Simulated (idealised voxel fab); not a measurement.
voxel air gaps: a process module
Shown is cross-section cut, with a width of 210 nm and square cells of size 5 nm.
A cross-section in this document is a grid of square cells, and it is written down as bands, the top band listed before the ones below it; a band is made up of one or more rows of cells.
Band entry format. Leading values: height of top, height of bottom, nm. Remainder: materials in left-to-right order, each with its width in nm. Special words: "edge to edge" on a single material, which then fills the band edge to edge; "blank", empty space.
Height 0 is the level under which the wafer as received is all one material. The lowest band goes on downwards, as in "0 and below".
Width spec "30->40" -> top row of cells at first value, bottom row at second value, equal per-row change in between.
When a step is marked "no change occurred", none of the cells in the cross-section changed during that step.
The entry "Closed internal voids" lists the empty spaces that cover at least 8 cells and have no open path to the top. Each is written as width x height at distance, where the distance is measured from the left edge and all three values are in nm.
Past the settings on a step's line: simulator remark, on that step.
"overlay nm" denotes, for a step that has a mask, the displacement of the mask to the right of its planned place, with negative values corresponding to the left.

-- These are the steps we planned for the process
1) RECEIVE [material Si]
2) CONFORMAL_DEP [material SiO2] [thk nm 10]
3) CONFORMAL_DEP [material SiN] [thk nm 5]
4) DIRECTIONAL_DEP [material lowk] [thk nm 40]
5) PATTERN [tone open] [mask id LINES] [material resist] [width nm 15] [pitch nm 40] [thk nm 15] [overlay nm 0]
6) DIRECTIONAL_ETCH [etch materials lowk] [depth nm 40]
7) STRIP [etch materials resist]
8) CONFORMAL_DEP [material TiN] [thk nm 5]
9) FILL_DEP [material Ru] [thk nm 10]
10) CMP [height nm 55]
11) EPI [material Ru] [thk nm 10]
12) SELECTIVE_ETCH [etch materials lowk] [depth nm 50]
13) CONFORMAL_DEP [material SiCN] [thk nm 5]

-- Cross-section of the wafer upon arrival, representing the state reached after step 1
    0 and below = Si edge to edge
    Closed internal voids: none

-- First of two wafers at the end of the module, shown in cross-section; run carried out as planned
    70 down to 65 = 40 of blank / 125 of SiCN / 45 of blank
    65 down to 55 = 40 of blank / 5 of SiCN / 35 of Ru / 5 of SiCN / 35 of Ru / 5 of SiCN / 35 of Ru / 5 of SiCN / 45 of blank
    55 down to 50 = 40 of blank / 15 of SiCN / 5 of TiN / 5 of Ru / 5 of TiN / 25 of SiCN / 5 of TiN / 5 of Ru / 5 of TiN / 25 of SiCN / 5 of TiN / 5 of Ru / 5 of TiN / 15 of SiCN / 45 of blank
    50 down to 20 = 50 of blank / 5 of SiCN / 5 of TiN / 5 of Ru / 5 of TiN / 5 of SiCN / 15 of blank / 5 of SiCN / 5 of TiN / 5 of Ru / 5 of TiN / 5 of SiCN / 15 of blank / 5 of SiCN / 5 of TiN / 5 of Ru / 5 of TiN / 5 of SiCN / 55 of blank
    20 down to 15 = 55 of SiCN / 15 of TiN / 25 of SiCN / 15 of TiN / 25 of SiCN / 15 of TiN / 60 of SiCN
    15 down to 10 = SiN edge to edge
    10 down to 0 = SiO2 edge to edge
    0 and below = Si edge to edge
    Closed internal voids: 15 x 30 at 75; 15 x 30 at 115

-- This cross-section belongs to the second wafer of two at the end of the module; the start and the plan were shared with the first, and the run included one mistake
    70 down to 65 = 35 of blank / 135 of SiCN / 40 of blank
    65 down to 55 = 35 of blank / 5 of SiCN / 125 of Ru / 5 of SiCN / 40 of blank
    55 down to 50 = 35 of blank / 15 of SiCN / 5 of TiN / 15 of Ru / 5 of TiN / 15 of lowk / 5 of TiN / 15 of Ru / 5 of TiN / 15 of lowk / 5 of TiN / 15 of Ru / 5 of TiN / 15 of SiCN / 40 of blank
    50 down to 20 = 45 of blank / 5 of SiCN / 5 of TiN / 15 of Ru / 5 of TiN / 15 of lowk / 5 of TiN / 15 of Ru / 5 of TiN / 15 of lowk / 5 of TiN / 15 of Ru / 5 of TiN / 5 of SiCN / 50 of blank
    20 down to 15 = 50 of SiCN / 25 of TiN / 15 of lowk / 25 of TiN / 15 of lowk / 25 of TiN / 55 of SiCN
    15 down to 10 = SiN edge to edge
    10 down to 0 = SiO2 edge to edge
    0 and below = Si edge to edge
    Closed internal voids: none
What was done differently from what was planned? in deviation from the planned setting, step 5 was conducted as PATTERN [tone open] [mask id LINES] [material resist] [width nm 25] [pitch nm 40] [thk nm 15] [overlay nm 0]
Looking at both finished wafers in cells, the second ends up ahead of or behind the first on some materials: +50 Ru | -48 SiCN | +6 TiN | +48 lowk
Final closed voids: first wafer 2, second wafer 0.
